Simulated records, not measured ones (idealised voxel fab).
Title: Process Module voxel wiring stack
The width of the displayed cross-section, cut, is 165 nm; its cells are square, with a size of 5 nm.
Cross-section format: a grid of square cells, given as bands from top to bottom; each band is one or more rows of cells.
Basically the band line says how high the top is and how high the bottom is, in nm, and then what's in it from left to right, every material with its width in nm. Empty space shows up as "empty", and if a single material carries "throughout" it runs the full band edge to edge.
Height 0 is the level under which the wafer as received is all one material. The lowest band goes on downwards, as in "0..down".
A width such as "30..40" changes by the same amount from each row of cells to the next, from the band's top row to its bottom row.
It should be understood that the words "no alterations made", when stated for a given step, signify that the cross-section underwent no change in any of its cells during that step.
Heads up: "Unvented cavities" only lists the empty pockets with no open path to the top that are 8 cells or more, and it writes them as width x height at distance, distance from the left edge, in nm.
If you see something after the settings on a step's line, that's the simulator's own remark about that step.
The "overlay nm" setting may appear on a step's line; for a step that uses a mask, it gives how far to the right of its planned position the mask lay, and a negative value indicates the left.
Below you will find pairs of cross-sections. In each, one shows the wafer before one process step and the other after it, with the after view ending at the lowest band that changed. Under each pair is the step separating them, along with its settings. Do not assume the pairs form a chain: they can come from different runs of this module on the same starting wafer, and a pair continues from the pair above it only when its "Incoming structure" entry says so.
**Incoming structure**
	0..down  Si throughout
	Unvented cavities: none
**As Processed**
	10..0  SiO2 throughout
	Note: structure below 0 unchanged.
	Unvented cavities: none
Can you name the step between the two cross-sections above? It is CONFORMAL_DEP with material SiO2, thk nm 10
Incoming structure: it's just the after picture from the pair right above this one.
**As Processed**
	15..10  TiN throughout
	Note: structure below 10 unchanged.
	Unvented cavities: none
Can you name the step between the two cross-sections above? It is DIRECTIONAL_DEP with material TiN, thk nm 5
Incoming structure: it's just the after picture from the pair right above this one.
**As Processed**
	40..15  W throughout
	Note: structure below 15 unchanged.
	Unvented cavities: none
Can you name the step between the two cross-sections above? It is DIRECTIONAL_DEP with material W, thk nm 25
Incoming structure: it's just the after picture from the pair right above this one.
**As Processed**
	55..40  empty 30 nm, then resist 20 nm, then empty 20 nm, then resist 20 nm, then empty 20 nm, then resist 20 nm, then empty 35 nm
	Note: structure below 40 unchanged.
	Unvented cavities: none
Can you name the step between the two cross-sections above? It is PATTERN with tone cover, mask id METAL_1, material resist, width nm 20, pitch nm 40, thk nm 15, overlay nm 0
Incoming structure: it's just the after picture from the pair right above this one.
**As Processed**
	55..40  empty 30 nm, then resist 20 nm, then empty 20 nm, then resist 20 nm, then empty 20 nm, then resist 20 nm, then empty 35 nm
	40..15  empty 30 nm, then W 20 nm, then empty 20 nm, then W 20 nm, then empty 20 nm, then W 20 nm, then empty 35 nm
	Note: structure below 15 unchanged.
	Unvented cavities: none
Can you name the step between the two cross-sections above? It is DIRECTIONAL_ETCH with etch materials W, depth nm 25
Incoming structure: it's just the after picture from the pair right above this one.
**As Processed**
	55..40  empty 30 nm, then resist 20 nm, then empty 20 nm, then resist 20 nm, then empty 20 nm, then resist 20 nm, then empty 35 nm
	40..15  empty 30 nm, then W 20 nm, then empty 20 nm, then W 20 nm, then empty 20 nm, then W 20 nm, then empty 35 nm
	15..10  empty 30 nm, then TiN 20 nm, then empty 20 nm, then TiN 20 nm, then empty 20 nm, then TiN 20 nm, then empty 35 nm
	Note: structure below 10 unchanged.
	Unvented cavities: none
Can you name the step between the two cross-sections above? It is DIRECTIONAL_ETCH with etch materials TiN, depth nm 5
Incoming structure: it's just the after picture from the pair right above this one.
**As Processed**
	40..15  empty 30 nm, then W 20 nm, then empty 20 nm, then W 20 nm, then empty 20 nm, then W 20 nm, then empty 35 nm
	Note: structure below 15 unchanged.
	Unvented cavities: none
Can you name the step between the two cross-sections above? It is STRIP with etch materials resist
Incoming structure: it's just the after picture from the pair right above this one.
**As Processed**
	45..40  empty 25 nm, then SiCN 30 nm, then empty 10 nm, then SiCN 30 nm, then empty 10 nm, then SiCN 30 nm, then empty 30 nm
	40..15  empty 25 nm, then SiCN 5 nm, then W 20 nm, then SiCN 5 nm, then empty 10 nm, then SiCN 5 nm, then W 20 nm, then SiCN 5 nm, then empty 10 nm, then SiCN 5 nm, then W 20 nm, then SiCN 5 nm, then empty 30 nm
	15..10  SiCN 30 nm, then TiN 20 nm, then SiCN 20 nm, then TiN 20 nm, then SiCN 20 nm, then TiN 20 nm, then SiCN 35 nm
	Note: structure below 10 unchanged.
	Unvented cavities: none
Can you name the step between the two cross-sections above? It is CONFORMAL_DEP with material SiCN, thk nm 5
Incoming structure: it's just the after picture from the pair right above this one.
**As Processed**
	55..45  lowk throughout
	45..40  lowk 25 nm, then SiCN 30 nm, then lowk 10 nm, then SiCN 30 nm, then lowk 10 nm, then SiCN 30 nm, then lowk 30 nm
	40..15  lowk 25 nm, then SiCN 5 nm, then W 20 nm, then SiCN 5 nm, then lowk 10 nm, then SiCN 5 nm, then W 20 nm, then SiCN 5 nm, then lowk 10 nm, then SiCN 5 nm, then W 20 nm, then SiCN 5 nm, then lowk 30 nm
	Note: structure below 15 unchanged.
	Unvented cavities: none
Can you name the step between the two cross-sections above? It is FILL_DEP with material lowk, thk nm 10
Incoming structure: it's just the after picture from the pair right above this one.
**As Processed**
	40..15  lowk 25 nm, then SiCN 5 nm, then W 20 nm, then SiCN 5 nm, then lowk 10 nm, then SiCN 5 nm, then W 20 nm, then SiCN 5 nm, then lowk 10 nm, then SiCN 5 nm, then W 20 nm, then SiCN 5 nm, then lowk 30 nm
	Note: structure below 15 unchanged.
	Unvented cavities: none
Can you name the step between the two cross-sections above? It is CMP with height nm 40
Incoming structure: it's just the after picture from the pair right above this one.
**As Processed**
	45..40  SiCN throughout
	Note: structure below 40 unchanged.
	Unvented cavities: none
Can you name the step between the two cross-sections above? It is CONFORMAL_DEP with material SiCN, thk nm 5
Incoming structure: it's just the after picture from the pair right above this one.
**As Processed**
	65..45  SiO2 throughout
	Note: structure below 45 unchanged.
	Unvented cavities: none
Can you name the step between the two cross-sections above? It is DIRECTIONAL_DEP with material SiO2, thk nm 20
Incoming structure: it's just the after picture from the pair right above this one.
**As Processed**
	75..65  aC throughout
	Note: structure below 65 unchanged.
	Unvented cavities: none
Can you name the step between the two cross-sections above? It is DIRECTIONAL_DEP with material aC, thk nm 10
Incoming structure: it's just the after picture from the pair right above this one.
**As Processed**
	100..75  resist 30 nm, then empty 15 nm, then resist 25 nm, then empty 15 nm, then resist 25 nm, then empty 15 nm, then resist 40 nm
	Note: structure below 75 unchanged.
	Unvented cavities: none
Can you name the step between the two cross-sections above? It is PATTERN with tone open, mask id PLUG_1, material resist, width nm 15, pitch nm 40, thk nm 25, overlay nm 0
Incoming structure: it's just the after picture from the pair right above this one.
**As Processed**
	90..75  resist 30 nm, then empty 15 nm, then resist 25 nm, then empty 15 nm, then resist 25 nm, then empty 15 nm, then resist 40 nm
	75..65  aC 30 nm, then empty 15 nm, then aC 25 nm, then empty 15 nm, then aC 25 nm, then empty 15 nm, then aC 40 nm
	Note: structure below 65 unchanged.
	Unvented cavities: none
Can you name the step between the two cross-sections above? It is DIRECTIONAL_ETCH with etch materials aC, depth nm 10
Incoming structure: it's just the after picture from the pair right above this one.
**As Processed**
	75..65  aC 30 nm, then empty 15 nm, then aC 25 nm, then empty 15 nm, then aC 25 nm, then empty 15 nm, then aC 40 nm
	Note: structure below 65 unchanged.
	Unvented cavities: none
Can you name the step between the two cross-sections above? It is STRIP with etch materials resist
Incoming structure: it's just the after picture from the pair right above this one.
**As Processed**
	75..65  aC 30 nm, then empty 15 nm, then aC 25 nm, then empty 15 nm, then aC 25 nm, then empty 15 nm, then aC 40 nm
	65..45  SiO2 30 nm, then empty 15 nm, then SiO2 25 nm, then empty 15 nm, then SiO2 25 nm, then empty 15 nm, then SiO2 40 nm
	Note: structure below 45 unchanged.
	Unvented cavities: none
Can you name the step between the two cross-sections above? It is DIRECTIONAL_ETCH with etch materials SiO2, depth nm 20
Incoming structure: it's just the after picture from the pair right above this one.
**As Processed**
	75..65  aC 30 nm, then empty 15 nm, then aC 25 nm, then empty 15 nm, then aC 25 nm, then empty 15 nm, then aC 40 nm
	65..45  SiO2 30 nm, then empty 15 nm, then SiO2 25 nm, then empty 15 nm, then SiO2 25 nm, then empty 15 nm, then SiO2 40 nm
	45..40  SiCN 30 nm, then empty 15 nm, then SiCN 25 nm, then empty 15 nm, then SiCN 25 nm, then empty 15 nm, then SiCN 40 nm
	Note: structure below 40 unchanged.
	Unvented cavities: none
Can you name the step between the two cross-sections above? It is DIRECTIONAL_ETCH with etch materials SiCN, depth nm 5
Incoming structure: it's just the after picture from the pair right above this one.
**As Processed**
	65..45  SiO2 30 nm, then empty 15 nm, then SiO2 25 nm, then empty 15 nm, then SiO2 25 nm, then empty 15 nm, then SiO2 40 nm
	Note: structure below 45 unchanged.
	Unvented cavities: none
Can you name the step between the two cross-sections above? It is STRIP with etch materials aC
Incoming structure: it's just the after picture from the pair right above this one.
**As Processed**
	70..65  TiN 35 nm, then empty 5 nm, then TiN 35 nm, then empty 5 nm, then TiN 35 nm, then empty 5 nm, then TiN 45 nm
	65..45  SiO2 30 nm, then TiN 5 nm, then empty 5 nm, then TiN 5 nm, then SiO2 25 nm, then TiN 5 nm, then empty 5 nm, then TiN 5 nm, then SiO2 25 nm, then TiN 5 nm, then empty 5 nm, then TiN 5 nm, then SiO2 40 nm
	45..40  SiCN 30 nm, then TiN 15 nm, then SiCN 25 nm, then TiN 15 nm, then SiCN 25 nm, then TiN 15 nm, then SiCN 40 nm
	Note: structure below 40 unchanged.
	Unvented cavities: none
Can you name the step between the two cross-sections above? It is CONFORMAL_DEP with material TiN, thk nm 5
Incoming structure: it's just the after picture from the pair right above this one.
**As Processed**
	80..70  Cu throughout
	70..65  TiN 35 nm, then Cu 5 nm, then TiN 35 nm, then Cu 5 nm, then TiN 35 nm, then Cu 5 nm, then TiN 45 nm
	65..45  SiO2 30 nm, then TiN 5 nm, then Cu 5 nm, then TiN 5 nm, then SiO2 25 nm, then TiN 5 nm, then Cu 5 nm, then TiN 5 nm, then SiO2 25 nm, then TiN 5 nm, then Cu 5 nm, then TiN 5 nm, then SiO2 40 nm
	Note: structure below 45 unchanged.
	Unvented cavities: none
Can you name the step between the two cross-sections above? It is FILL_DEP with material Cu, thk nm 10
Incoming structure: it's just the after picture from the pair right above this one.
**As Processed**
	65..45  SiO2 30 nm, then TiN 5 nm, then Cu 5 nm, then TiN 5 nm, then SiO2 25 nm, then TiN 5 nm, then Cu 5 nm, then TiN 5 nm, then SiO2 25 nm, then TiN 5 nm, then Cu 5 nm, then TiN 5 nm, then SiO2 40 nm
	Note: structure below 45 unchanged.
	Unvented cavities: none
Can you name the step between the two cross-sections above? It is CMP with height nm 65
Incoming structure: it's just the after picture from the pair right above this one.
**As Processed**
	70..65  TiN throughout
	Note: structure below 65 unchanged.
	Unvented cavities: none
Can you name the step between the two cross-sections above? It is DIRECTIONAL_DEP with material TiN, thk nm 5
Incoming structure: it's just the after picture from the pair right above this one.
**As Processed**
	85..70  Ru throughout
	Note: structure below 70 unchanged.
	Unvented cavities: none
Can you name the step between the two cross-sections above? It is DIRECTIONAL_DEP with material Ru, thk nm 15
Incoming structure: it's just the after picture from the pair right above this one.
**As Processed**
	105..85  empty 30 nm, then resist 20 nm, then empty 20 nm, then resist 20 nm, then empty 20 nm, then resist 20 nm, then empty 35 nm
	Note: structure below 85 unchanged.
	Unvented cavities: none
Can you name the step between the two cross-sections above? It is PATTERN with tone cover, mask id METAL_2, material resist, width nm 20, pitch nm 40, thk nm 20, overlay nm 0
Incoming structure: it's just the after picture from the pair right above this one.
**As Processed**
	105..85  empty 30 nm, then resist 20 nm, then empty 20 nm, then resist 20 nm, then empty 20 nm, then resist 20 nm, then empty 35 nm
	85..70  empty 30 nm, then Ru 20 nm, then empty 20 nm, then Ru 20 nm, then empty 20 nm, then Ru 20 nm, then empty 35 nm
	Note: structure below 70 unchanged.
	Unvented cavities: none
Can you name the step between the two cross-sections above? It is DIRECTIONAL_ETCH with etch materials Ru, depth nm 15
Incoming structure: it's just the after picture from the pair right above this one.
**As Processed**
	105..85  empty 30 nm, then resist 20 nm, then empty 20 nm, then resist 20 nm, then empty 20 nm, then resist 20 nm, then empty 35 nm
	85..70  empty 30 nm, then Ru 20 nm, then empty 20 nm, then Ru 20 nm, then empty 20 nm, then Ru 20 nm, then empty 35 nm
	70..65  empty 30 nm, then TiN 20 nm, then empty 20 nm, then TiN 20 nm, then empty 20 nm, then TiN 20 nm, then empty 35 nm
	Note: structure below 65 unchanged.
	Unvented cavities: none
Can you name the step between the two cross-sections above? It is DIRECTIONAL_ETCH with etch materials TiN, depth nm 5
Incoming structure: it's just the after picture from the pair right above this one.
**As Processed**
	85..70  empty 30 nm, then Ru 20 nm, then empty 20 nm, then Ru 20 nm, then empty 20 nm, then Ru 20 nm, then empty 35 nm
	Note: structure below 70 unchanged.
	Unvented cavities: none
Can you name the step between the two cross-sections above? It is STRIP with etch materials resist
Incoming structure: it's just the after picture from the pair right above this one.
**As Processed**
	95..85  lowk throughout
	85..70  lowk 30 nm, then Ru 20 nm, then lowk 20 nm, then Ru 20 nm, then lowk 20 nm, then Ru 20 nm, then lowk 35 nm
	70..65  lowk 30 nm, then TiN 20 nm, then lowk 20 nm, then TiN 20 nm, then lowk 20 nm, then TiN 20 nm, then lowk 35 nm
	Note: structure below 65 unchanged.
	Unvented cavities: none
Can you name the step between the two cross-sections above? It is FILL_DEP with material lowk, thk nm 10
Incoming structure: it's just the after picture from the pair right above this one.
**As Processed**
	85..70  lowk 30 nm, then Ru 20 nm, then lowk 20 nm, then Ru 20 nm, then lowk 20 nm, then Ru 20 nm, then lowk 35 nm
	Note: structure below 70 unchanged.
	Unvented cavities: none
Can you name the step between the two cross-sections above? It is CMP with height nm 85
Incoming structure: it's just the after picture from the pair right above this one.
**As Processed**
	90..85  SiCN throughout
	Note: structure below 85 unchanged.
	Unvented cavities: none
Can you name the step between the two cross-sections above? It is CONFORMAL_DEP with material SiCN, thk nm 5
Incoming structure: it's just the after picture from the pair right above this one.
**As Processed**
	110..90  lowk throughout
	Note: structure below 90 unchanged.
	Unvented cavities: none
Can you name the step between the two cross-sections above? It is DIRECTIONAL_DEP with material lowk, thk nm 20
Incoming structure: it's just the after picture from the pair right above this one.
**As Processed**
	125..110  resist 30 nm, then empty 15 nm, then resist 25 nm, then empty 15 nm, then resist 25 nm, then empty 15 nm, then resist 40 nm
	Note: structure below 110 unchanged.
	Unvented cavities: none
Can you name the step between the two cross-sections above? It is PATTERN with tone open, mask id PLUG_2, material resist, width nm 15, pitch nm 40, thk nm 15, overlay nm 0
Incoming structure: it's just the after picture from the pair right above this one.
**As Processed**
	125..110  resist 30 nm, then empty 15 nm, then resist 25 nm, then empty 15 nm, then resist 25 nm, then empty 15 nm, then resist 40 nm
	110..90  lowk 30 nm, then empty 15 nm, then lowk 25 nm, then empty 15 nm, then lowk 25 nm, then empty 15 nm, then lowk 40 nm
	Note: structure below 90 unchanged.
	Unvented cavities: none
Can you name the step between the two cross-sections above? It is DIRECTIONAL_ETCH with etch materials lowk, depth nm 20
Incoming structure: it's just the after picture from the pair right above this one.
**As Processed**
	125..110  resist 30 nm, then empty 15 nm, then resist 25 nm, then empty 15 nm, then resist 25 nm, then empty 15 nm, then resist 40 nm
	110..90  lowk 30 nm, then empty 15 nm, then lowk 25 nm, then empty 15 nm, then lowk 25 nm, then empty 15 nm, then lowk 40 nm
	90..85  SiCN 30 nm, then empty 15 nm, then SiCN 25 nm, then empty 15 nm, then SiCN 25 nm, then empty 15 nm, then SiCN 40 nm
	Note: structure below 85 unchanged.
	Unvented cavities: none
Can you name the step between the two cross-sections above? It is DIRECTIONAL_ETCH with etch materials SiCN, depth nm 5
Incoming structure: it's just the after picture from the pair right above this one.
**As Processed**
	110..90  lowk 30 nm, then empty 15 nm, then lowk 25 nm, then empty 15 nm, then lowk 25 nm, then empty 15 nm, then lowk 40 nm
	Note: structure below 90 unchanged.
	Unvented cavities: none
Can you name the step between the two cross-sections above? It is STRIP with etch materials resist
Incoming structure: it's just the after picture from the pair right above this one.
**As Processed**
	110..95  lowk 30 nm, then empty 15 nm, then lowk 25 nm, then empty 15 nm, then lowk 25 nm, then empty 15 nm, then lowk 40 nm
	95..90  lowk 30 nm, then Ru 15 nm, then lowk 25 nm, then Ru 15 nm, then lowk 25 nm, then Ru 15 nm, then lowk 40 nm
	90..85  SiCN 30 nm, then Ru 15 nm, then SiCN 25 nm, then Ru 15 nm, then SiCN 25 nm, then Ru 15 nm, then SiCN 40 nm
	Note: structure below 85 unchanged.
	Unvented cavities: none
Can you name the step between the two cross-sections above? It is EPI with material Ru, thk nm 10
Incoming structure: it's just the after picture from the pair right above this one.
**As Processed**
	110..105  lowk 30 nm, then empty 15 nm, then lowk 25 nm, then empty 15 nm, then lowk 25 nm, then empty 15 nm, then lowk 40 nm
	105..90  lowk 30 nm, then Ru 15 nm, then lowk 25 nm, then Ru 15 nm, then lowk 25 nm, then Ru 15 nm, then lowk 40 nm
	Note: structure below 90 unchanged.
	Unvented cavities: none
Can you name the step between the two cross-sections above? It is EPI with material Ru, thk nm 10
Incoming structure: it's just the after picture from the pair right above this one.
**As Processed**
	110..90  lowk 30 nm, then Ru 15 nm, then lowk 25 nm, then Ru 15 nm, then lowk 25 nm, then Ru 15 nm, then lowk 40 nm
	Note: structure below 90 unchanged.
	Unvented cavities: none
Can you name the step between the two cross-sections above? It is EPI with material Ru, thk nm 5
Incoming structure: it's just the after picture from the pair right above this one.
**As Processed**
	115..110  TiN throughout
	Note: structure below 110 unchanged.
	Unvented cavities: none
Can you name the step between the two cross-sections above? It is DIRECTIONAL_DEP with material TiN, thk nm 5
Incoming structure: it's just the after picture from the pair right above this one.
**As Processed**
	130..115  Ru throughout
	Note: structure below 115 unchanged.
	Unvented cavities: none
Can you name the step between the two cross-sections above? It is DIRECTIONAL_DEP with material Ru, thk nm 15
Incoming structure: it's just the after picture from the pair right above this one.
**As Processed**
	140..130  aC throughout
	Note: structure below 130 unchanged.
	Unvented cavities: none
Can you name the step between the two cross-sections above? It is DIRECTIONAL_DEP with material aC, thk nm 10
Incoming structure: it's just the after picture from the pair right above this one.
**As Processed**
	165..140  empty 30 nm, then resist 20 nm, then empty 20 nm, then resist 20 nm, then empty 20 nm, then resist 20 nm, then empty 35 nm
	Note: structure below 140 unchanged.
	Unvented cavities: none
Can you name the step between the two cross-sections above? It is PATTERN with tone cover, mask id METAL_3, material resist, width nm 20, pitch nm 40, thk nm 25, overlay nm 0
Incoming structure: it's just the after picture from the pair right above this one.
**As Processed**
	155..140  empty 30 nm, then resist 20 nm, then empty 20 nm, then resist 20 nm, then empty 20 nm, then resist 20 nm, then empty 35 nm
	140..130  empty 30 nm, then aC 20 nm, then empty 20 nm, then aC 20 nm, then empty 20 nm, then aC 20 nm, then empty 35 nm
	Note: structure below 130 unchanged.
	Unvented cavities: none
Can you name the step between the two cross-sections above? It is DIRECTIONAL_ETCH with etch materials aC, depth nm 10
Incoming structure: it's just the after picture from the pair right above this one.
**As Processed**
	140..130  empty 30 nm, then aC 20 nm, then empty 20 nm, then aC 20 nm, then empty 20 nm, then aC 20 nm, then empty 35 nm
	Note: structure below 130 unchanged.
	Unvented cavities: none
Can you name the step between the two cross-sections above? It is STRIP with etch materials resist
Incoming structure: it's just the after picture from the pair right above this one.
**As Processed**
	140..130  empty 30 nm, then aC 20 nm, then empty 20 nm, then aC 20 nm, then empty 20 nm, then aC 20 nm, then empty 35 nm
	130..115  empty 30 nm, then Ru 20 nm, then empty 20 nm, then Ru 20 nm, then empty 20 nm, then Ru 20 nm, then empty 35 nm
	Note: structure below 115 unchanged.
	Unvented cavities: none
Can you name the step between the two cross-sections above? It is DIRECTIONAL_ETCH with etch materials Ru, depth nm 15
Incoming structure: it's just the after picture from the pair right above this one.
**As Processed**
	140..130  empty 30 nm, then aC 20 nm, then empty 20 nm, then aC 20 nm, then empty 20 nm, then aC 20 nm, then empty 35 nm
	130..115  empty 30 nm, then Ru 20 nm, then empty 20 nm, then Ru 20 nm, then empty 20 nm, then Ru 20 nm, then empty 35 nm
	115..110  empty 30 nm, then TiN 20 nm, then empty 20 nm, then TiN 20 nm, then empty 20 nm, then TiN 20 nm, then empty 35 nm
	Note: structure below 110 unchanged.
	Unvented cavities: none
Can you name the step between the two cross-sections above? It is DIRECTIONAL_ETCH with etch materials TiN, depth nm 5
Incoming structure: it's just the after picture from the pair right above this one.
**As Processed**
	130..115  empty 30 nm, then Ru 20 nm, then empty 20 nm, then Ru 20 nm, then empty 20 nm, then Ru 20 nm, then empty 35 nm
	Note: structure below 115 unchanged.
	Unvented cavities: none
Can you name the step between the two cross-sections above? It is STRIP with etch materials aC
Incoming structure: it's just the after picture from the pair right above this one.
**As Processed**
	135..130  empty 25 nm, then SiN 30 nm, then empty 10 nm, then SiN 30 nm, then empty 10 nm, then SiN 30 nm, then empty 30 nm
	130..115  empty 25 nm, then SiN 5 nm, then Ru 20 nm, then SiN 5 nm, then empty 10 nm, then SiN 5 nm, then Ru 20 nm, then SiN 5 nm, then empty 10 nm, then SiN 5 nm, then Ru 20 nm, then SiN 5 nm, then empty 30 nm
	115..110  SiN 30 nm, then TiN 20 nm, then SiN 20 nm, then TiN 20 nm, then SiN 20 nm, then TiN 20 nm, then SiN 35 nm
	Note: structure below 110 unchanged.
	Unvented cavities: none
Can you name the step between the two cross-sections above? It is CONFORMAL_DEP with material SiN, thk nm 5
Incoming structure: it's just the after picture from the pair right above this one.
**As Processed**
	145..135  SiO2 throughout
	135..130  SiO2 25 nm, then SiN 30 nm, then SiO2 10 nm, then SiN 30 nm, then SiO2 10 nm, then SiN 30 nm, then SiO2 30 nm
	130..115  SiO2 25 nm, then SiN 5 nm, then Ru 20 nm, then SiN 5 nm, then SiO2 10 nm, then SiN 5 nm, then Ru 20 nm, then SiN 5 nm, then SiO2 10 nm, then SiN 5 nm, then Ru 20 nm, then SiN 5 nm, then SiO2 30 nm
	Note: structure below 115 unchanged.
	Unvented cavities: none
Can you name the step between the two cross-sections above? It is FILL_DEP with material SiO2, thk nm 10
Incoming structure: it's just the after picture from the pair right above this one.
**As Processed**
	130..115  SiO2 25 nm, then SiN 5 nm, then Ru 20 nm, then SiN 5 nm, then SiO2 10 nm, then SiN 5 nm, then Ru 20 nm, then SiN 5 nm, then SiO2 10 nm, then SiN 5 nm, then Ru 20 nm, then SiN 5 nm, then SiO2 30 nm
	Note: structure below 115 unchanged.
	Unvented cavities: none
Can you name the step between the two cross-sections above? It is CMP with height nm 130
Incoming structure: it's just the after picture from the pair right above this one.
**As Processed**
	135..130  SiCN throughout
	Note: structure below 130 unchanged.
	Unvented cavities: none
Can you name the step between the two cross-sections above? It is CONFORMAL_DEP with material SiCN, thk nm 5
Incoming structure: it's just the after picture from the pair right above this one.
**As Processed**
	155..135  lowk throughout
	Note: structure below 135 unchanged.
	Unvented cavities: none
Can you name the step between the two cross-sections above? It is DIRECTIONAL_DEP with material lowk, thk nm 20
Incoming structure: it's just the after picture from the pair right above this one.
**As Processed**
	155..135  lowk 30 nm, then empty 15 nm, then lowk 25 nm, then empty 15 nm, then lowk 25 nm, then empty 15 nm, then lowk 40 nm
	Note: structure below 135 unchanged.
	Unvented cavities: none
Can you name the step between the two cross-sections above? It is MASKED_ETCH with tone open, mask id PLUG_3, width nm 15, pitch nm 40, etch materials lowk, depth nm 20, overlay nm 0
Incoming structure: it's just the after picture from the pair right above this one.
**As Processed**
	155..135  lowk 30 nm, then empty 15 nm, then lowk 25 nm, then empty 15 nm, then lowk 25 nm, then empty 15 nm, then lowk 40 nm
	135..130  SiCN 30 nm, then empty 15 nm, then SiCN 25 nm, then empty 15 nm, then SiCN 25 nm, then empty 15 nm, then SiCN 40 nm
	Note: structure below 130 unchanged.
	Unvented cavities: none
Can you name the step between the two cross-sections above? It is MASKED_ETCH with tone open, mask id PLUG_3, width nm 15, pitch nm 40, etch materials SiCN, depth nm 5, overlay nm 0
Incoming structure: it's just the after picture from the pair right above this one.
**As Processed**
	155..140  lowk 30 nm, then empty 15 nm, then lowk 25 nm, then empty 15 nm, then lowk 25 nm, then empty 15 nm, then lowk 40 nm
	140..135  lowk 30 nm, then Ru 15 nm, then lowk 25 nm, then Ru 15 nm, then lowk 25 nm, then Ru 15 nm, then lowk 40 nm
	135..130  SiCN 30 nm, then Ru 15 nm, then SiCN 25 nm, then Ru 15 nm, then SiCN 25 nm, then Ru 15 nm, then SiCN 40 nm
	Note: structure below 130 unchanged.
	Unvented cavities: none
Can you name the step between the two cross-sections above? It is EPI with material Ru, thk nm 10
Incoming structure: it's just the after picture from the pair right above this one.
**As Processed**
	155..150  lowk 30 nm, then empty 15 nm, then lowk 25 nm, then empty 15 nm, then lowk 25 nm, then empty 15 nm, then lowk 40 nm
	150..135  lowk 30 nm, then Ru 15 nm, then lowk 25 nm, then Ru 15 nm, then lowk 25 nm, then Ru 15 nm, then lowk 40 nm
	Note: structure below 135 unchanged.
	Unvented cavities: none
Can you name the step between the two cross-sections above? It is EPI with material Ru, thk nm 10
Incoming structure: it's just the after picture from the pair right above this one.
**As Processed**
	155..135  lowk 30 nm, then Ru 15 nm, then lowk 25 nm, then Ru 15 nm, then lowk 25 nm, then Ru 15 nm, then lowk 40 nm
	Note: structure below 135 unchanged.
	Unvented cavities: none
Can you name the step between the two cross-sections above? It is EPI with material Ru, thk nm 5
Incoming structure: it's just the after picture from the pair right above this one.
**As Processed**
	160..155  TiN throughout
	Note: structure below 155 unchanged.
	Unvented cavities: none
Can you name the step between the two cross-sections above? It is DIRECTIONAL_DEP with material TiN, thk nm 5
Incoming structure: it's just the after picture from the pair right above this one.
**As Processed**
	175..160  W throughout
	Note: structure below 160 unchanged.
	Unvented cavities: none
Can you name the step between the two cross-sections above? It is DIRECTIONAL_DEP with material W, thk nm 15
Incoming structure: it's just the after picture from the pair right above this one.
**As Processed**
	175..160  empty 30 nm, then W 20 nm, then empty 20 nm, then W 20 nm, then empty 20 nm, then W 20 nm, then empty 35 nm
	Note: structure below 160 unchanged.
	Unvented cavities: none
Can you name the step between the two cross-sections above? It is MASKED_ETCH with tone cover, mask id METAL_4, width nm 20, pitch nm 40, etch materials W, depth nm 15, overlay nm 0
Incoming structure: it's just the after picture from the pair right above this one.
**As Processed**
	175..160  empty 30 nm, then W 20 nm, then empty 20 nm, then W 20 nm, then empty 20 nm, then W 20 nm, then empty 35 nm
	160..155  empty 30 nm, then TiN 20 nm, then empty 20 nm, then TiN 20 nm, then empty 20 nm, then TiN 20 nm, then empty 35 nm
	Note: structure below 155 unchanged.
	Unvented cavities: none
Can you name the step between the two cross-sections above? It is MASKED_ETCH with tone cover, mask id METAL_4, width nm 20, pitch nm 40, etch materials TiN, depth nm 5, overlay nm 0
Incoming structure: it's just the after picture from the pair right above this one.
**As Processed**
	185..175  SiO2 throughout
	175..160  SiO2 30 nm, then W 20 nm, then SiO2 20 nm, then W 20 nm, then SiO2 20 nm, then W 20 nm, then SiO2 35 nm
	160..155  SiO2 30 nm, then TiN 20 nm, then SiO2 20 nm, then TiN 20 nm, then SiO2 20 nm, then TiN 20 nm, then SiO2 35 nm
	Note: structure below 155 unchanged.
	Unvented cavities: none
Can you name the step between the two cross-sections above? It is FILL_DEP with material SiO2, thk nm 10
Incoming structure: it's just the after picture from the pair right above this one.
**As Processed**
	175..160  SiO2 30 nm, then W 20 nm, then SiO2 20 nm, then W 20 nm, then SiO2 20 nm, then W 20 nm, then SiO2 35 nm
	Note: structure below 160 unchanged.
	Unvented cavities: none
Can you name the step between the two cross-sections above? It is CMP with height nm 175
Incoming structure: it's just the after picture from the pair right above this one.
**As Processed**
	180..175  SiCN throughout
	Note: structure below 175 unchanged.
	Unvented cavities: none
Can you name the step between the two cross-sections above? It is CONFORMAL_DEP with material SiCN, thk nm 5
**Incoming structure**
	0..down  Si throughout
	Unvented cavities: none
**As Processed**
	5..0  TiN throughout
	Note: structure below 0 unchanged.
	Unvented cavities: none
Can you name the step between the two cross-sections above? It is DIRECTIONAL_DEP with material TiN, thk nm 5
Incoming structure: it's just the after picture from the pair right above this one.
**As Processed**
	30..5  W throughout
	Note: structure below 5 unchanged.
	Unvented cavities: none
Can you name the step between the two cross-sections above? It is DIRECTIONAL_DEP with material W, thk nm 25
Incoming structure: it's just the after picture from the pair right above this one.
**As Processed**
	45..30  empty 30 nm, then resist 20 nm, then empty 20 nm, then resist 20 nm, then empty 20 nm, then resist 20 nm, then empty 35 nm
	Note: structure below 30 unchanged.
	Unvented cavities: none
Can you name the step between the two cross-sections above? It is PATTERN with tone cover, mask id METAL_1, material resist, width nm 20, pitch nm 40, thk nm 15, overlay nm 0
Incoming structure: it's just the after picture from the pair right above this one.
**As Processed**
	45..30  empty 30 nm, then resist 20 nm, then empty 20 nm, then resist 20 nm, then empty 20 nm, then resist 20 nm, then empty 35 nm
	30..5  empty 30 nm, then W 20 nm, then empty 20 nm, then W 20 nm, then empty 20 nm, then W 20 nm, then empty 35 nm
	Note: structure below 5 unchanged.
	Unvented cavities: none
Can you name the step between the two cross-sections above? It is DIRECTIONAL_ETCH with etch materials W, depth nm 25
Incoming structure: it's just the after picture from the pair right above this one.
**As Processed**
	45..30  empty 30 nm, then resist 20 nm, then empty 20 nm, then resist 20 nm, then empty 20 nm, then resist 20 nm, then empty 35 nm
	30..5  empty 30 nm, then W 20 nm, then empty 20 nm, then W 20 nm, then empty 20 nm, then W 20 nm, then empty 35 nm
	5..0  empty 30 nm, then TiN 20 nm, then empty 20 nm, then TiN 20 nm, then empty 20 nm, then TiN 20 nm, then empty 35 nm
	Note: structure below 0 unchanged.
	Unvented cavities: none
Can you name the step between the two cross-sections above? It is DIRECTIONAL_ETCH with etch materials TiN, depth nm 5
Incoming structure: it's just the after picture from the pair right above this one.
**As Processed**
	30..5  empty 30 nm, then W 20 nm, then empty 20 nm, then W 20 nm, then empty 20 nm, then W 20 nm, then empty 35 nm
	Note: structure below 5 unchanged.
	Unvented cavities: none
Can you name the step between the two cross-sections above? It is STRIP with etch materials resist
